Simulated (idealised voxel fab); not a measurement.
process module | voxel double patterning
cross-section cut | 175 nm wide | cells 5 nm
A cross-section is a grid of square cells, given in bands from the top down. A band is one or more rows of cells.
Each band's line starts with the height of the band's top and of its bottom, in nm. Then come its materials from left to right, each with its width in nm. One material with "throughout" fills the band from edge to edge. "air" is empty space.
Height 0 is the level under which the wafer as received is all one material. The lowest band goes on downwards, as in "0 down".
A width such as "30 to 40" changes by the same amount from each row of cells to the next, from the band's top row to its bottom row.
"no change" after a step means that no cell of the cross-section changed.
closed voids: empty space of 8 cells or more with no open way to the top, each as width x height at its distance from the left edge, in nm
after a step's settings: what the simulator itself notes on the step
overlay nm, on a step with a mask: how far to the right of its planned place the mask lay; to the left if negative
plan
1 op RECEIVE | material Si
2 op CONFORMAL_DEP | material SiN | thk nm 10
3 op DIRECTIONAL_DEP | material SiO2 | thk nm 10
4 op DIRECTIONAL_DEP | material SiCN | thk nm 5
5 op DIRECTIONAL_DEP | material aC | thk nm 10
6 op PATTERN | tone open | mask id FIRST | material resist | width nm 15 | pitch nm 50 | thk nm 30 | overlay nm 0
7 op DIRECTIONAL_ETCH | etch materials aC | depth nm 10
8 op STRIP | etch materials resist
9 op DIRECTIONAL_ETCH | etch materials SiCN | depth nm 5
10 op STRIP | etch materials aC
11 op MASKED_ETCH | tone open | mask id SECOND | width nm 15 | etch materials SiCN | depth nm 5 | overlay nm 0
12 op DIRECTIONAL_ETCH | etch materials SiO2 | depth nm 10
13 op STRIP | etch materials SiCN
as received, after step 1
  0 down: Si throughout
  closed voids: none
first wafer at the end, as planned
  20 to 10: SiO2 55 | air 15 | SiO2 10 | air 15 | SiO2 10 | air 15 | SiO2 55
  10 to 0: SiN throughout
  0 down: Si throughout
  closed voids: none
second wafer at the end: like start, like plan, one mistake
  20 to 10: SiN throughout
  10 to 0: SiO2 throughout
  0 down: Si throughout
  closed voids: none
what went wrong: steps 2 and 3 were swapped
at the end the second wafer has, in cells: 18 more of SiO2
